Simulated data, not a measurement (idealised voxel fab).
Process module under the name voxel transistor to metal
Each square cell in cross-section cut measures 5 nm, and the section as a whole is 140 nm wide.
In what follows, cross-sections appear as grids of square cells, described through bands that run from the top down, where every band is one or more rows of cells.
Within each band entry, the heights of the top and of the bottom of the band appear first, in that order and in nm; the materials of the band then follow from left to right, each with its corresponding width in nm. The designation "throughout" on a single material indicates that it fills the band from edge to edge; the designation "air" indicates empty space.
All heights in this document are referenced to 0, defined as the level beneath which the wafer, as received, consists entirely of one material. The lowest band is not bounded below; it extends indefinitely downward and is written in the form "0..down".
A width such as "30 to 40" changes by the same amount from each row of cells to the next, from the band's top row to its bottom row.
"no alteration" means the step left every cell of the cross-section as it was.
"Closed void catalog" lists enclosed empty spaces (at least 8 cells, no open path upward to the top), each as width x height at distance from the left edge, in nm.
Formally, on a step line, whatever follows the settings is a remark that the simulator itself makes on the step.
When a step includes a mask, the "overlay nm" setting on its line states how far to the right of its planned place that mask lay, and negative values state how far to the left.

**plan**
| 1 | RECEIVE | material Si |
| 2 | CONFORMAL_DEP | material SiO2 | thk nm 5 |
| 3 | CONFORMAL_DEP | material SiN | thk nm 10 |
| 4 | MASKED_ETCH | tone cover | mask id ACTIVE | width nm 95 | etch materials SiN | depth nm 10 | overlay nm 0 |
| 5 | MASKED_ETCH | tone cover | mask id ACTIVE | width nm 95 | etch materials SiO2 | depth nm 5 | overlay nm 0 |
| 6 | MASKED_ETCH | tone cover | mask id ACTIVE | width nm 95 | etch materials Si | depth nm 35 | overlay nm 0 |
| 7 | FILL_DEP | material SiO2 | thk nm 10 |
| 8 | CMP | height nm 15 |
| 9 | SELECTIVE_ETCH | etch materials SiO2 | depth nm 5 |
| 10 | STRIP | etch materials SiN |
| 11 | SELECTIVE_ETCH | etch materials SiO2 | depth nm 5 |
| 12 | OXIDIZE | depth nm 5 |
| 13 | DIRECTIONAL_DEP | material polySi | thk nm 25 |
| 14 | DIRECTIONAL_DEP | material SiCN | thk nm 15 |
| 15 | DIRECTIONAL_DEP | material aC | thk nm 10 |
| 16 | PATTERN | tone cover | mask id GATE | material resist | width nm 15 | thk nm 25 | overlay nm 0 |
| 17 | DIRECTIONAL_ETCH | etch materials aC | depth nm 10 |
| 18 | STRIP | etch materials resist |
| 19 | DIRECTIONAL_ETCH | etch materials SiCN | depth nm 25 |
| 20 | DIRECTIONAL_ETCH | etch materials polySi | depth nm 35 |
| 21 | STRIP | etch materials aC |
| 22 | CONFORMAL_DEP | material SiO2 | thk nm 5 |
| 23 | DIRECTIONAL_ETCH | etch materials SiO2 | depth nm 5 |
| 24 | CONFORMAL_DEP | material SiN | thk nm 5 |
| 25 | DIRECTIONAL_ETCH | etch materials SiN | depth nm 5 |
| 26 | DIRECTIONAL_ETCH | etch materials SiO2 | depth nm 5 |
| 27 | DIRECTIONAL_ETCH | etch materials Si | depth nm 15 |
| 28 | EPI | material nSi | thk nm 20 |
| 29 | FILL_DEP | material SiO2 | thk nm 5 |
| 30 | CMP | height nm 40 |
| 31 | DIRECTIONAL_DEP | material SiO2 | thk nm 10 |
| 32 | MASKED_ETCH | tone open | mask id CONTACT | width nm 30 | pitch nm 55 | etch materials SiO2 | depth nm 35 | overlay nm 0 |
| 33 | CONFORMAL_DEP | material TiN | thk nm 5 |
| 34 | FILL_DEP | material W | thk nm 10 |
| 35 | CMP | height nm 50 |
| 36 | DIRECTIONAL_DEP | material TiN | thk nm 5 |
| 37 | DIRECTIONAL_DEP | material Ru | thk nm 20 |
| 38 | DIRECTIONAL_DEP | material aC | thk nm 15 |
| 39 | PATTERN | tone cover | mask id METAL_1 | material resist | width nm 20 | pitch nm 65 | thk nm 30 | overlay nm 0 |
| 40 | DIRECTIONAL_ETCH | etch materials aC | depth nm 15 |
| 41 | STRIP | etch materials resist |
| 42 | DIRECTIONAL_ETCH | etch materials Ru | depth nm 20 |
| 43 | DIRECTIONAL_ETCH | etch materials TiN | depth nm 5 |
| 44 | STRIP | etch materials aC |
| 45 | CONFORMAL_DEP | material SiCN | thk nm 5 |
| 46 | FILL_DEP | material SiO2 | thk nm 10 |
| 47 | CMP | height nm 75 |
| 48 | CONFORMAL_DEP | material SiN | thk nm 5 |

**First out of two wafers; run went to plan**

**Incoming wafer, cross-sectional view, post step 1**
* 0..down  Si throughout
* Closed void catalog: none

**Cross-section: wafer state after step 2**
* 5..0  SiO2 throughout
* Heights below 0 show no change.

**Cross-section: wafer state after step 3**
* 15..5  SiN throughout
* Heights below 5 show no change.

**Cross-section: wafer state after step 4**
* 15..5  20 air; 95 SiN; 25 air
* Heights below 5 show no change.

**Cross-section: wafer state after step 5**
* 15..5  20 air; 95 SiN; 25 air
* 5..0  20 air; 95 SiO2; 25 air
* Heights below 0 show no change.

**Cross-section: wafer state after step 6**
* 15..5  20 air; 95 SiN; 25 air
* 5..0  20 air; 95 SiO2; 25 air
* 0..-35  20 air; 95 Si; 25 air
* Heights below -35 show no change.

**Cross-section: wafer state after step 7**
* 25..15  SiO2 throughout
* 15..5  20 SiO2; 95 SiN; 25 SiO2
* 5..0  SiO2 throughout
* 0..-35  20 SiO2; 95 Si; 25 SiO2
* Heights below -35 show no change.

**Cross-section: wafer state after step 8**
* 15..5  20 SiO2; 95 SiN; 25 SiO2
* Heights below 5 show no change.

**Cross-section: wafer state after step 9**
* 15..10  20 air; 95 SiN; 25 air
* Heights below 10 show no change.

**Cross-section: wafer state after step 10**
* 10..5  20 SiO2; 95 air; 25 SiO2
* Heights below 5 show no change.

**Cross-section: wafer state after step 11**
* 5..0  15 SiO2; 105 air; 20 SiO2
* Heights below 0 show no change.

**Cross-section: wafer state after step 12**
* 5..0  15 SiO2; 105 air; 20 SiO2
* 0..-5  SiO2 throughout
* Heights below -5 show no change.

**Cross-section: wafer state after step 13**
* 30..25  15 polySi; 105 air; 20 polySi
* 25..5  polySi throughout
* 5..0  15 SiO2; 105 polySi; 20 SiO2
* Heights below 0 show no change.

**Cross-section: wafer state after step 14**
* 45..40  15 SiCN; 105 air; 20 SiCN
* 40..30  SiCN throughout
* 30..25  15 polySi; 105 SiCN; 20 polySi
* Heights below 25 show no change.

**Cross-section: wafer state after step 15**
* 55..50  15 aC; 105 air; 20 aC
* 50..45  aC throughout
* 45..40  15 SiCN; 105 aC; 20 SiCN
* Heights below 40 show no change.

**Cross-section: wafer state after step 16**
* 80..55  60 air; 15 resist; 65 air
* 55..50  15 aC; 45 air; 15 resist; 45 air; 20 aC
* Heights below 50 show no change.

**Cross-section: wafer state after step 17**
* 70..50  60 air; 15 resist; 65 air
* 50..45  60 air; 15 aC; 65 air
* 45..40  15 SiCN; 45 air; 15 aC; 45 air; 20 SiCN
* Heights below 40 show no change.

**Cross-section: wafer state after step 18**
* 50..45  60 air; 15 aC; 65 air
* Heights below 45 show no change.

**Cross-section: wafer state after step 19**
* 50..40  60 air; 15 aC; 65 air
* 40..30  60 air; 15 SiCN; 65 air
* 30..25  15 polySi; 45 air; 15 SiCN; 45 air; 20 polySi
* Heights below 25 show no change.

**Cross-section: wafer state after step 20**
* 50..40  60 air; 15 aC; 65 air
* 40..25  60 air; 15 SiCN; 65 air
* 25..5  60 air; 15 polySi; 65 air
* 5..0  15 SiO2; 45 air; 15 polySi; 45 air; 20 SiO2
* Heights below 0 show no change.

**Cross-section: wafer state after step 21**
* 40..25  60 air; 15 SiCN; 65 air
* Heights below 25 show no change.

**Cross-section: wafer state after step 22**
* 45..40  55 air; 25 SiO2; 60 air
* 40..25  55 air; 5 SiO2; 15 SiCN; 5 SiO2; 60 air
* 25..10  55 air; 5 SiO2; 15 polySi; 5 SiO2; 60 air
* 10..5  20 SiO2; 35 air; 5 SiO2; 15 polySi; 5 SiO2; 35 air; 25 SiO2
* 5..0  60 SiO2; 15 polySi; 65 SiO2
* Heights below 0 show no change.

**Cross-section: wafer state after step 23**
* 40..25  55 air; 5 SiO2; 15 SiCN; 5 SiO2; 60 air
* 25..5  55 air; 5 SiO2; 15 polySi; 5 SiO2; 60 air
* 5..0  20 SiO2; 35 air; 5 SiO2; 15 polySi; 5 SiO2; 35 air; 25 SiO2
* Heights below 0 show no change.

**Cross-section: wafer state after step 24**
* 45..40  50 air; 35 SiN; 55 air
* 40..25  50 air; 5 SiN; 5 SiO2; 15 SiCN; 5 SiO2; 5 SiN; 55 air
* 25..10  50 air; 5 SiN; 5 SiO2; 15 polySi; 5 SiO2; 5 SiN; 55 air
* 10..5  25 SiN; 25 air; 5 SiN; 5 SiO2; 15 polySi; 5 SiO2; 5 SiN; 25 air; 30 SiN
* 5..0  20 SiO2; 35 SiN; 5 SiO2; 15 polySi; 5 SiO2; 35 SiN; 25 SiO2
* Heights below 0 show no change.

**Cross-section: wafer state after step 25**
* 40..25  50 air; 5 SiN; 5 SiO2; 15 SiCN; 5 SiO2; 5 SiN; 55 air
* 25..5  50 air; 5 SiN; 5 SiO2; 15 polySi; 5 SiO2; 5 SiN; 55 air
* 5..0  20 SiO2; 5 SiN; 25 air; 5 SiN; 5 SiO2; 15 polySi; 5 SiO2; 5 SiN; 25 air; 5 SiN; 25 SiO2
* Heights below 0 show no change.

**Cross-section: wafer state after step 26**
* 40..35  50 air; 5 SiN; 5 air; 15 SiCN; 5 air; 5 SiN; 55 air
* 35..25  50 air; 5 SiN; 5 SiO2; 15 SiCN; 5 SiO2; 5 SiN; 55 air
* 25..5  50 air; 5 SiN; 5 SiO2; 15 polySi; 5 SiO2; 5 SiN; 55 air
* 5..0  20 air; 5 SiN; 25 air; 5 SiN; 5 SiO2; 15 polySi; 5 SiO2; 5 SiN; 25 air; 5 SiN; 25 air
* 0..-5  25 SiO2; 25 air; 35 SiO2; 25 air; 30 SiO2
* Heights below -5 show no change.

**Cross-section: wafer state after step 27**
* 40..35  50 air; 5 SiN; 5 air; 15 SiCN; 5 air; 5 SiN; 55 air
* 35..25  50 air; 5 SiN; 5 SiO2; 15 SiCN; 5 SiO2; 5 SiN; 55 air
* 25..5  50 air; 5 SiN; 5 SiO2; 15 polySi; 5 SiO2; 5 SiN; 55 air
* 5..0  20 air; 5 SiN; 25 air; 5 SiN; 5 SiO2; 15 polySi; 5 SiO2; 5 SiN; 25 air; 5 SiN; 25 air
* 0..-5  25 SiO2; 25 air; 35 SiO2; 25 air; 30 SiO2
* -5..-20  20 SiO2; 5 Si; 25 air; 35 Si; 25 air; 5 Si; 25 SiO2
* Heights below -20 show no change.

**Cross-section: wafer state after step 28**
* 40..35  50 air; 5 SiN; 5 air; 15 SiCN; 5 air; 5 SiN; 55 air
* 35..25  50 air; 5 SiN; 5 SiO2; 15 SiCN; 5 SiO2; 5 SiN; 55 air
* 25..15  50 air; 5 SiN; 5 SiO2; 15 polySi; 5 SiO2; 5 SiN; 55 air
* 15..5  15 air; 35 nSi; 5 SiN; 5 SiO2; 15 polySi; 5 SiO2; 5 SiN; 35 nSi; 20 air
* 5..0  15 air; 5 nSi; 5 SiN; 25 nSi; 5 SiN; 5 SiO2; 15 polySi; 5 SiO2; 5 SiN; 25 nSi; 5 SiN; 5 nSi; 20 air
* 0..-5  25 SiO2; 25 nSi; 35 SiO2; 25 nSi; 30 SiO2
* -5..-20  20 SiO2; 5 Si; 25 nSi; 35 Si; 25 nSi; 5 Si; 25 SiO2
* Heights below -20 show no change.

**Cross-section: wafer state after step 29**
* 45..40  SiO2 throughout
* 40..25  50 SiO2; 5 SiN; 5 SiO2; 15 SiCN; 5 SiO2; 5 SiN; 55 SiO2
* 25..15  50 SiO2; 5 SiN; 5 SiO2; 15 polySi; 5 SiO2; 5 SiN; 55 SiO2
* 15..5  15 SiO2; 35 nSi; 5 SiN; 5 SiO2; 15 polySi; 5 SiO2; 5 SiN; 35 nSi; 20 SiO2
* 5..0  15 SiO2; 5 nSi; 5 SiN; 25 nSi; 5 SiN; 5 SiO2; 15 polySi; 5 SiO2; 5 SiN; 25 nSi; 5 SiN; 5 nSi; 20 SiO2
* Heights below 0 show no change.

**Cross-section: wafer state after step 30**
* 40..25  50 SiO2; 5 SiN; 5 SiO2; 15 SiCN; 5 SiO2; 5 SiN; 55 SiO2
* Heights below 25 show no change.

**Cross-section: wafer state after step 31**
* 50..40  SiO2 throughout
* Heights below 40 show no change.

**Cross-section: wafer state after step 32**
* 50..40  25 SiO2; 30 air; 25 SiO2; 30 air; 30 SiO2
* 40..25  25 SiO2; 25 air; 5 SiN; 5 SiO2; 15 SiCN; 5 SiO2; 5 SiN; 25 air; 30 SiO2
* 25..15  25 SiO2; 25 air; 5 SiN; 5 SiO2; 15 polySi; 5 SiO2; 5 SiN; 25 air; 30 SiO2
* Heights below 15 show no change.

**Cross-section: wafer state after step 33**
* 55..50  30 TiN; 20 air; 35 TiN; 20 air; 35 TiN
* 50..40  25 SiO2; 5 TiN; 20 to 15 air; 5 to 10 TiN; 25 SiO2; 5 to 10 TiN; 20 to 15 air; 5 TiN; 30 SiO2
* 40..25  25 SiO2; 5 TiN; 15 air; 5 TiN; 5 SiN; 5 SiO2; 15 SiCN; 5 SiO2; 5 SiN; 5 TiN; 15 air; 5 TiN; 30 SiO2
* 25..20  25 SiO2; 5 TiN; 15 air; 5 TiN; 5 SiN; 5 SiO2; 15 polySi; 5 SiO2; 5 SiN; 5 TiN; 15 air; 5 TiN; 30 SiO2
* 20..15  25 SiO2; 25 TiN; 5 SiN; 5 SiO2; 15 polySi; 5 SiO2; 5 SiN; 25 TiN; 30 SiO2
* Heights below 15 show no change.

**Cross-section: wafer state after step 34**
* 65..55  W throughout
* 55..50  30 TiN; 20 W; 35 TiN; 20 W; 35 TiN
* 50..40  25 SiO2; 5 TiN; 20 to 15 W; 5 to 10 TiN; 25 SiO2; 5 to 10 TiN; 20 to 15 W; 5 TiN; 30 SiO2
* 40..25  25 SiO2; 5 TiN; 15 W; 5 TiN; 5 SiN; 5 SiO2; 15 SiCN; 5 SiO2; 5 SiN; 5 TiN; 15 W; 5 TiN; 30 SiO2
* 25..20  25 SiO2; 5 TiN; 15 W; 5 TiN; 5 SiN; 5 SiO2; 15 polySi; 5 SiO2; 5 SiN; 5 TiN; 15 W; 5 TiN; 30 SiO2
* Heights below 20 show no change.

**Cross-section: wafer state after step 35**
* 50..40  25 SiO2; 5 TiN; 20 to 15 W; 5 to 10 TiN; 25 SiO2; 5 to 10 TiN; 20 to 15 W; 5 TiN; 30 SiO2
* Heights below 40 show no change.

**Cross-section: wafer state after step 36**
* 55..50  TiN throughout
* Heights below 50 show no change.

**Cross-section: wafer state after step 37**
* 75..55  Ru throughout
* Heights below 55 show no change.

**Cross-section: wafer state after step 38**
* 90..75  aC throughout
* Heights below 75 show no change.

**Cross-section: wafer state after step 39**
* 120..90  25 air; 20 resist; 45 air; 20 resist; 30 air
* Heights below 90 show no change.

**Cross-section: wafer state after step 40**
* 105..90  25 air; 20 resist; 45 air; 20 resist; 30 air
* 90..75  25 air; 20 aC; 45 air; 20 aC; 30 air
* Heights below 75 show no change.

**Cross-section: wafer state after step 41**
* 90..75  25 air; 20 aC; 45 air; 20 aC; 30 air
* Heights below 75 show no change.

**Cross-section: wafer state after step 42**
* 90..75  25 air; 20 aC; 45 air; 20 aC; 30 air
* 75..55  25 air; 20 Ru; 45 air; 20 Ru; 30 air
* Heights below 55 show no change.

**Cross-section: wafer state after step 43**
* 90..75  25 air; 20 aC; 45 air; 20 aC; 30 air
* 75..55  25 air; 20 Ru; 45 air; 20 Ru; 30 air
* 55..50  25 air; 20 TiN; 45 air; 20 TiN; 30 air
* Heights below 50 show no change.

**Cross-section: wafer state after step 44**
* 75..55  25 air; 20 Ru; 45 air; 20 Ru; 30 air
* Heights below 55 show no change.

**Cross-section: wafer state after step 45**
* 80..75  20 air; 30 SiCN; 35 air; 30 SiCN; 25 air
* 75..55  20 air; 5 SiCN; 20 Ru; 5 SiCN; 35 air; 5 SiCN; 20 Ru; 5 SiCN; 25 air
* 55..50  25 SiCN; 20 TiN; 45 SiCN; 20 TiN; 30 SiCN
* Heights below 50 show no change.

**Cross-section: wafer state after step 46**
* 90..80  SiO2 throughout
* 80..75  20 SiO2; 30 SiCN; 35 SiO2; 30 SiCN; 25 SiO2
* 75..55  20 SiO2; 5 SiCN; 20 Ru; 5 SiCN; 35 SiO2; 5 SiCN; 20 Ru; 5 SiCN; 25 SiO2
* Heights below 55 show no change.

**Cross-section: wafer state after step 47**
* 75..55  20 SiO2; 5 SiCN; 20 Ru; 5 SiCN; 35 SiO2; 5 SiCN; 20 Ru; 5 SiCN; 25 SiO2
* Heights below 55 show no change.

**Cross-section: wafer state after step 48**
* 80..75  SiN throughout
* Heights below 75 show no change.

**Second wafer - shared start and plan with the first - one error in running - same as the first up to step 3 inclusive**

**At the planned end of step 4, the second wafer in cross-section**
* 15..5  25 air; 85 SiN; 30 air
* Heights below 5 show no change.

**At the planned end of step 5, the second wafer in cross-section**
* 15..5  25 air; 85 SiN; 30 air
* 5..0  20 air; 95 SiO2; 25 air
* Heights below 0 show no change.

**At the planned end of step 6, the second wafer in cross-section**
* 15..5  25 air; 85 SiN; 30 air
* 5..0  20 air; 95 SiO2; 25 air
* 0..-35  20 air; 95 Si; 25 air
* Heights below -35 show no change.

**At the planned end of step 7, the second wafer in cross-section**
* 25..15  SiO2 throughout
* 15..5  25 SiO2; 85 SiN; 30 SiO2
* 5..0  SiO2 throughout
* 0..-35  20 SiO2; 95 Si; 25 SiO2
* Heights below -35 show no change.

**At the planned end of step 8, the second wafer in cross-section**
* 15..5  25 SiO2; 85 SiN; 30 SiO2
* Heights below 5 show no change.

**At the planned end of step 9, the second wafer in cross-section**
* 15..10  25 air; 85 SiN; 30 air
* Heights below 10 show no change.

**At the planned end of step 10, the second wafer in cross-section**
* 10..5  25 SiO2; 85 air; 30 SiO2
* Heights below 5 show no change.

**At the planned end of step 11, the second wafer in cross-section**
* 5..0  20 SiO2; 95 air; 25 SiO2
* Heights below 0 show no change.

**At the planned end of step 12, the second wafer in cross-section**
* 5..0  20 SiO2; 95 air; 25 SiO2
* 0..-5  SiO2 throughout
* Heights below -5 show no change.

**At the planned end of step 13, the second wafer in cross-section**
* 30..25  20 polySi; 95 air; 25 polySi
* 25..5  polySi throughout
* 5..0  20 SiO2; 95 polySi; 25 SiO2
* Heights below 0 show no change.

**At the planned end of step 14, the second wafer in cross-section**
* 45..40  20 SiCN; 95 air; 25 SiCN
* 40..30  SiCN throughout
* 30..25  20 polySi; 95 SiCN; 25 polySi
* Heights below 25 show no change.

**At the planned end of step 15, the second wafer in cross-section**
* 55..50  20 aC; 95 air; 25 aC
* 50..45  aC throughout
* 45..40  20 SiCN; 95 aC; 25 SiCN
* Heights below 40 show no change.

**At the planned end of step 16, the second wafer in cross-section**
* 80..55  60 air; 15 resist; 65 air
* 55..50  20 aC; 40 air; 15 resist; 40 air; 25 aC
* Heights below 50 show no change.

**At the planned end of step 17, the second wafer in cross-section**
* 70..50  60 air; 15 resist; 65 air
* 50..45  60 air; 15 aC; 65 air
* 45..40  20 SiCN; 40 air; 15 aC; 40 air; 25 SiCN
* Heights below 40 show no change.

**At the planned end of step 18, the second wafer in cross-section**
* 50..45  60 air; 15 aC; 65 air
* Heights below 45 show no change.

**At the planned end of step 19, the second wafer in cross-section**
* 50..40  60 air; 15 aC; 65 air
* 40..30  60 air; 15 SiCN; 65 air
* 30..25  20 polySi; 40 air; 15 SiCN; 40 air; 25 polySi
* Heights below 25 show no change.

**At the planned end of step 20, the second wafer in cross-section**
* 50..40  60 air; 15 aC; 65 air
* 40..25  60 air; 15 SiCN; 65 air
* 25..5  60 air; 15 polySi; 65 air
* 5..0  20 SiO2; 40 air; 15 polySi; 40 air; 25 SiO2
* Heights below 0 show no change.

**At the planned end of step 21, the second wafer in cross-section**
* 40..25  60 air; 15 SiCN; 65 air
* Heights below 25 show no change.

**At the planned end of step 22, the second wafer in cross-section**
* 45..40  55 air; 25 SiO2; 60 air
* 40..25  55 air; 5 SiO2; 15 SiCN; 5 SiO2; 60 air
* 25..10  55 air; 5 SiO2; 15 polySi; 5 SiO2; 60 air
* 10..5  25 SiO2; 30 air; 5 SiO2; 15 polySi; 5 SiO2; 30 air; 30 SiO2
* 5..0  60 SiO2; 15 polySi; 65 SiO2
* Heights below 0 show no change.

**At the planned end of step 23, the second wafer in cross-section**
* 40..25  55 air; 5 SiO2; 15 SiCN; 5 SiO2; 60 air
* 25..5  55 air; 5 SiO2; 15 polySi; 5 SiO2; 60 air
* 5..0  25 SiO2; 30 air; 5 SiO2; 15 polySi; 5 SiO2; 30 air; 30 SiO2
* Heights below 0 show no change.

**At the planned end of step 24, the second wafer in cross-section**
* 45..40  50 air; 35 SiN; 55 air
* 40..25  50 air; 5 SiN; 5 SiO2; 15 SiCN; 5 SiO2; 5 SiN; 55 air
* 25..10  50 air; 5 SiN; 5 SiO2; 15 polySi; 5 SiO2; 5 SiN; 55 air
* 10..5  30 SiN; 20 air; 5 SiN; 5 SiO2; 15 polySi; 5 SiO2; 5 SiN; 20 air; 35 SiN
* 5..0  25 SiO2; 30 SiN; 5 SiO2; 15 polySi; 5 SiO2; 30 SiN; 30 SiO2
* Heights below 0 show no change.

**At the planned end of step 25, the second wafer in cross-section**
* 40..25  50 air; 5 SiN; 5 SiO2; 15 SiCN; 5 SiO2; 5 SiN; 55 air
* 25..5  50 air; 5 SiN; 5 SiO2; 15 polySi; 5 SiO2; 5 SiN; 55 air
* 5..0  25 SiO2; 5 SiN; 20 air; 5 SiN; 5 SiO2; 15 polySi; 5 SiO2; 5 SiN; 20 air; 5 SiN; 30 SiO2
* Heights below 0 show no change.

**At the planned end of step 26, the second wafer in cross-section**
* 40..35  50 air; 5 SiN; 5 air; 15 SiCN; 5 air; 5 SiN; 55 air
* 35..25  50 air; 5 SiN; 5 SiO2; 15 SiCN; 5 SiO2; 5 SiN; 55 air
* 25..5  50 air; 5 SiN; 5 SiO2; 15 polySi; 5 SiO2; 5 SiN; 55 air
* 5..0  25 air; 5 SiN; 20 air; 5 SiN; 5 SiO2; 15 polySi; 5 SiO2; 5 SiN; 20 air; 5 SiN; 30 air
* 0..-5  30 SiO2; 20 air; 35 SiO2; 20 air; 35 SiO2
* Heights below -5 show no change.

**At the planned end of step 27, the second wafer in cross-section**
* 40..35  50 air; 5 SiN; 5 air; 15 SiCN; 5 air; 5 SiN; 55 air
* 35..25  50 air; 5 SiN; 5 SiO2; 15 SiCN; 5 SiO2; 5 SiN; 55 air
* 25..5  50 air; 5 SiN; 5 SiO2; 15 polySi; 5 SiO2; 5 SiN; 55 air
* 5..0  25 air; 5 SiN; 20 air; 5 SiN; 5 SiO2; 15 polySi; 5 SiO2; 5 SiN; 20 air; 5 SiN; 30 air
* 0..-5  30 SiO2; 20 air; 35 SiO2; 20 air; 35 SiO2
* -5..-20  20 SiO2; 10 Si; 20 air; 35 Si; 20 air; 10 Si; 25 SiO2
* Heights below -20 show no change.

**At the planned end of step 28, the second wafer in cross-section**
* 40..35  50 air; 5 SiN; 5 air; 15 SiCN; 5 air; 5 SiN; 55 air
* 35..25  50 air; 5 SiN; 5 SiO2; 15 SiCN; 5 SiO2; 5 SiN; 55 air
* 25..15  50 air; 5 SiN; 5 SiO2; 15 polySi; 5 SiO2; 5 SiN; 55 air
* 15..5  20 air; 30 nSi; 5 SiN; 5 SiO2; 15 polySi; 5 SiO2; 5 SiN; 30 nSi; 25 air
* 5..0  20 air; 5 nSi; 5 SiN; 20 nSi; 5 SiN; 5 SiO2; 15 polySi; 5 SiO2; 5 SiN; 20 nSi; 5 SiN; 5 nSi; 25 air
* 0..-5  30 SiO2; 20 nSi; 35 SiO2; 20 nSi; 35 SiO2
* -5..-20  20 SiO2; 10 Si; 20 nSi; 35 Si; 20 nSi; 10 Si; 25 SiO2
* Heights below -20 show no change.

**At the planned end of step 29, the second wafer in cross-section**
* 45..40  SiO2 throughout
* 40..25  50 SiO2; 5 SiN; 5 SiO2; 15 SiCN; 5 SiO2; 5 SiN; 55 SiO2
* 25..15  50 SiO2; 5 SiN; 5 SiO2; 15 polySi; 5 SiO2; 5 SiN; 55 SiO2
* 15..5  20 SiO2; 30 nSi; 5 SiN; 5 SiO2; 15 polySi; 5 SiO2; 5 SiN; 30 nSi; 25 SiO2
* 5..0  20 SiO2; 5 nSi; 5 SiN; 20 nSi; 5 SiN; 5 SiO2; 15 polySi; 5 SiO2; 5 SiN; 20 nSi; 5 SiN; 5 nSi; 25 SiO2
* Heights below 0 show no change.

**At the planned end of step 30, the second wafer in cross-section**
* 40..25  50 SiO2; 5 SiN; 5 SiO2; 15 SiCN; 5 SiO2; 5 SiN; 55 SiO2
* Heights below 25 show no change.

**At the planned end of step 31, the second wafer in cross-section**
* 50..40  SiO2 throughout
* Heights below 40 show no change.

**At the planned end of step 32, the second wafer in cross-section**
* 50..40  25 SiO2; 30 air; 25 SiO2; 30 air; 30 SiO2
* 40..25  25 SiO2; 25 air; 5 SiN; 5 SiO2; 15 SiCN; 5 SiO2; 5 SiN; 25 air; 30 SiO2
* 25..15  25 SiO2; 25 air; 5 SiN; 5 SiO2; 15 polySi; 5 SiO2; 5 SiN; 25 air; 30 SiO2
* Heights below 15 show no change.

**At the planned end of step 33, the second wafer in cross-section**
* 55..50  30 TiN; 20 air; 35 TiN; 20 air; 35 TiN
* 50..40  25 SiO2; 5 TiN; 20 to 15 air; 5 to 10 TiN; 25 SiO2; 5 to 10 TiN; 20 to 15 air; 5 TiN; 30 SiO2
* 40..25  25 SiO2; 5 TiN; 15 air; 5 TiN; 5 SiN; 5 SiO2; 15 SiCN; 5 SiO2; 5 SiN; 5 TiN; 15 air; 5 TiN; 30 SiO2
* 25..20  25 SiO2; 5 TiN; 15 air; 5 TiN; 5 SiN; 5 SiO2; 15 polySi; 5 SiO2; 5 SiN; 5 TiN; 15 air; 5 TiN; 30 SiO2
* 20..15  25 SiO2; 25 TiN; 5 SiN; 5 SiO2; 15 polySi; 5 SiO2; 5 SiN; 25 TiN; 30 SiO2
* Heights below 15 show no change.

**At the planned end of step 34, the second wafer in cross-section**
* 65..55  W throughout
* 55..50  30 TiN; 20 W; 35 TiN; 20 W; 35 TiN
* 50..40  25 SiO2; 5 TiN; 20 to 15 W; 5 to 10 TiN; 25 SiO2; 5 to 10 TiN; 20 to 15 W; 5 TiN; 30 SiO2
* 40..25  25 SiO2; 5 TiN; 15 W; 5 TiN; 5 SiN; 5 SiO2; 15 SiCN; 5 SiO2; 5 SiN; 5 TiN; 15 W; 5 TiN; 30 SiO2
* 25..20  25 SiO2; 5 TiN; 15 W; 5 TiN; 5 SiN; 5 SiO2; 15 polySi; 5 SiO2; 5 SiN; 5 TiN; 15 W; 5 TiN; 30 SiO2
* Heights below 20 show no change.

**At the planned end of step 35, the second wafer in cross-section**
* 50..40  25 SiO2; 5 TiN; 20 to 15 W; 5 to 10 TiN; 25 SiO2; 5 to 10 TiN; 20 to 15 W; 5 TiN; 30 SiO2
* Heights below 40 show no change.

**At the planned end of step 36, the second wafer in cross-section**
* 55..50  TiN throughout
* Heights below 50 show no change.

**At the planned end of step 37, the second wafer in cross-section**
* 75..55  Ru throughout
* Heights below 55 show no change.

**At the planned end of step 38, the second wafer in cross-section**
* 90..75  aC throughout
* Heights below 75 show no change.

**At the planned end of step 39, the second wafer in cross-section**
* 120..90  25 air; 20 resist; 45 air; 20 resist; 30 air
* Heights below 90 show no change.

**At the planned end of step 40, the second wafer in cross-section**
* 105..90  25 air; 20 resist; 45 air; 20 resist; 30 air
* 90..75  25 air; 20 aC; 45 air; 20 aC; 30 air
* Heights below 75 show no change.

**At the planned end of step 41, the second wafer in cross-section**
* 90..75  25 air; 20 aC; 45 air; 20 aC; 30 air
* Heights below 75 show no change.

**At the planned end of step 42, the second wafer in cross-section**
* 90..75  25 air; 20 aC; 45 air; 20 aC; 30 air
* 75..55  25 air; 20 Ru; 45 air; 20 Ru; 30 air
* Heights below 55 show no change.

**At the planned end of step 43, the second wafer in cross-section**
* 90..75  25 air; 20 aC; 45 air; 20 aC; 30 air
* 75..55  25 air; 20 Ru; 45 air; 20 Ru; 30 air
* 55..50  25 air; 20 TiN; 45 air; 20 TiN; 30 air
* Heights below 50 show no change.

**At the planned end of step 44, the second wafer in cross-section**
* 75..55  25 air; 20 Ru; 45 air; 20 Ru; 30 air
* Heights below 55 show no change.

**At the planned end of step 45, the second wafer in cross-section**
* 80..75  20 air; 30 SiCN; 35 air; 30 SiCN; 25 air
* 75..55  20 air; 5 SiCN; 20 Ru; 5 SiCN; 35 air; 5 SiCN; 20 Ru; 5 SiCN; 25 air
* 55..50  25 SiCN; 20 TiN; 45 SiCN; 20 TiN; 30 SiCN
* Heights below 50 show no change.

**At the planned end of step 46, the second wafer in cross-section**
* 90..80  SiO2 throughout
* 80..75  20 SiO2; 30 SiCN; 35 SiO2; 30 SiCN; 25 SiO2
* 75..55  20 SiO2; 5 SiCN; 20 Ru; 5 SiCN; 35 SiO2; 5 SiCN; 20 Ru; 5 SiCN; 25 SiO2
* Heights below 55 show no change.

**At the planned end of step 47, the second wafer in cross-section**
* 75..55  20 SiO2; 5 SiCN; 20 Ru; 5 SiCN; 35 SiO2; 5 SiCN; 20 Ru; 5 SiCN; 25 SiO2
* Heights below 55 show no change.

**At the planned end of step 48, the second wafer in cross-section**
* 80..75  SiN throughout
* Heights below 75 show no change.
It is concluded that the wafer was processed incorrectly with respect to the plan, in that it should be noted that step 4 was executed with settings other than those planned, the operation and settings actually applied being MASKED_ETCH | tone cover | mask id ACTIVE | width nm 85 | etch materials SiN | depth nm 10 | overlay nm 0
The closing comparison, in cells, has the second wafer with more or fewer of some materials than the first: 6 more of Si, 8 more of SiO2, 14 fewer of nSi
